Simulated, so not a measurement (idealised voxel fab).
process module | voxel transistor to metal
cross-section cut | 180 nm wide | cells 5 nm
A cross-section is a grid of square cells, given in bands from the top down. A band is one or more rows of cells.
Each band's line starts with the height of the band's top and of its bottom, in nm. Then come its materials from left to right, each with its width in nm. One material with "throughout" fills the band from edge to edge. "air" is empty space.
Height 0 is the level under which the wafer as received is all one material. The lowest band goes on downwards, as in "0 down".
A width such as "30 to 40" changes by the same amount from each row of cells to the next, from the band's top row to its bottom row.
"no change" after a step means that no cell of the cross-section changed.
closed voids: empty space of 8 cells or more with no open way to the top, each as width x height at its distance from the left edge, in nm
after a step's settings: what the simulator itself notes on the step
overlay nm, on a step with a mask: how far to the right of its planned place the mask lay; to the left if negative
plan
1 op RECEIVE | material Si
2 op CONFORMAL_DEP | material SiO2 | thk nm 5
3 op CONFORMAL_DEP | material SiN | thk nm 15
4 op MASKED_ETCH | tone cover | mask id ACTIVE | width nm 115 | etch materials SiN | depth nm 15 | overlay nm 0
5 op MASKED_ETCH | tone cover | mask id ACTIVE | width nm 115 | etch materials SiO2 | depth nm 5 | overlay nm 0
6 op MASKED_ETCH | tone cover | mask id ACTIVE | width nm 115 | etch materials Si | depth nm 25 | overlay nm 0
7 op OXIDIZE | depth nm 5
8 op FILL_DEP | material SiO2 | thk nm 10
9 op CMP | height nm 20
10 op SELECTIVE_ETCH | etch materials SiO2 | depth nm 15
11 op STRIP | etch materials SiN
12 op SELECTIVE_ETCH | etch materials SiO2 | depth nm 5
13 op OXIDIZE | depth nm 5
14 op DIRECTIONAL_DEP | material polySi | thk nm 30
15 op DIRECTIONAL_DEP | material SiCN | thk nm 15
16 op PATTERN | tone cover | mask id GATE | material resist | width nm 25 | thk nm 15 | overlay nm 0
17 op DIRECTIONAL_ETCH | etch materials SiCN | depth nm 25
18 op DIRECTIONAL_ETCH | etch materials polySi | depth nm 40
19 op STRIP | etch materials resist
20 op CONFORMAL_DEP | material SiN | thk nm 10
21 op DIRECTIONAL_ETCH | etch materials SiN | depth nm 10
22 op DIRECTIONAL_ETCH | etch materials SiO2 | depth nm 5
23 op DIRECTIONAL_ETCH | etch materials Si | depth nm 10
24 op EPI | material pSi | thk nm 15
25 op FILL_DEP | material SiO2 | thk nm 10
26 op CMP | height nm 45
27 op DIRECTIONAL_DEP | material SiO2 | thk nm 15
28 op DIRECTIONAL_DEP | material aC | thk nm 15
29 op PATTERN | tone open | mask id CONTACT | material resist | width nm 15 | pitch nm 80 | thk nm 30 | overlay nm 0
30 op DIRECTIONAL_ETCH | etch materials aC | depth nm 15
31 op STRIP | etch materials resist
32 op DIRECTIONAL_ETCH | etch materials SiO2 | depth nm 60
33 op STRIP | etch materials aC
34 op CONFORMAL_DEP | material TiN | thk nm 5
35 op FILL_DEP | material Ru | thk nm 5
36 op CMP | height nm 60
37 op CONFORMAL_DEP | material SiN | thk nm 5
38 op DIRECTIONAL_DEP | material SiO2 | thk nm 15
39 op DIRECTIONAL_DEP | material aC | thk nm 10
40 op PATTERN | tone open | mask id METAL_1 | material resist | width nm 15 | pitch nm 80 | thk nm 30 | overlay nm 0
41 op DIRECTIONAL_ETCH | etch materials aC | depth nm 10
42 op STRIP | etch materials resist
43 op DIRECTIONAL_ETCH | etch materials SiO2 | depth nm 15
44 op DIRECTIONAL_ETCH | etch materials SiN | depth nm 5
45 op STRIP | etch materials aC
46 op CONFORMAL_DEP | material TiN | thk nm 5
47 op FILL_DEP | material Ru | thk nm 5
48 op CMP | height nm 80
49 op CONFORMAL_DEP | material SiCN | thk nm 5
50 op DIRECTIONAL_DEP | material SiO2 | thk nm 30
51 op DIRECTIONAL_DEP | material aC | thk nm 10
52 op PATTERN | tone open | mask id METAL_2 | material resist | width nm 15 | pitch nm 80 | thk nm 25 | overlay nm 0
53 op DIRECTIONAL_ETCH | etch materials aC | depth nm 10
54 op STRIP | etch materials resist
55 op DIRECTIONAL_ETCH | etch materials SiO2 | depth nm 20
56 op STRIP | etch materials aC
57 op MASKED_ETCH | tone open | mask id METAL_2_HOLES | width nm 15 | pitch nm 80 | etch materials SiO2 | depth nm 10 | overlay nm 0
58 op MASKED_ETCH | tone open | mask id METAL_2_HOLES | width nm 15 | pitch nm 80 | etch materials SiCN | depth nm 5 | overlay nm 0
59 op CONFORMAL_DEP | material TiN | thk nm 5
60 op FILL_DEP | material Cu | thk nm 10
61 op CMP | height nm 115
62 op CONFORMAL_DEP | material SiN | thk nm 5
as received, after step 1
  0 down: Si throughout
  closed voids: none
a wafer at the end: this start, this plan, one mistake
  120 to 115: SiN throughout
  115 to 85: SiO2 40 | TiN 5 | Cu 5 | TiN 5 | SiO2 65 | TiN 5 | Cu 5 | TiN 5 | SiO2 45
  85 to 80: SiCN 40 | TiN 15 | SiCN 65 | TiN 15 | SiCN 45
  80 to 70: SiO2 40 | TiN 5 | Ru 5 | TiN 5 | SiO2 65 | TiN 5 | Ru 5 | TiN 5 | SiO2 45
  70 to 65: SiO2 40 | TiN 15 | SiO2 65 | TiN 15 | SiO2 45
  65 to 60: Ru throughout
  60 to 45: SiO2 40 | TiN 5 | Ru 5 | TiN 5 | SiO2 65 | TiN 5 | Ru 5 | TiN 5 | SiO2 45
  45 to 30: SiO2 40 | TiN 5 | Ru 5 | TiN 5 | SiO2 10 | SiN 10 | SiCN 25 | SiN 10 | SiO2 10 | TiN 5 | Ru 5 | TiN 5 | SiO2 45
  30 to 15: SiO2 40 | TiN 5 | Ru 5 | TiN 5 | SiO2 10 | SiN 10 | polySi 25 | SiN 10 | SiO2 10 | TiN 5 | Ru 5 | TiN 5 | SiO2 45
  15 to 10: SiO2 40 | TiN 15 | SiO2 10 | SiN 10 | polySi 25 | SiN 10 | SiO2 10 | TiN 15 | SiO2 45
  10 to 0: SiO2 40 | TiN 10 | pSi 15 | SiN 10 | polySi 25 | SiN 10 | pSi 15 | TiN 10 | SiO2 45
  0 to -5: SiO2 30 | pSi 35 | SiO2 45 | pSi 35 | SiO2 35
  -5 to -15: SiO2 35 | pSi 30 | Si 45 | pSi 30 | SiO2 40
  -15 to -30: SiO2 35 | Si 105 | SiO2 40
  -30 down: Si throughout
  closed voids: none
what went wrong: step 37 ran as: op CONFORMAL_DEP | material Ru | thk nm 5
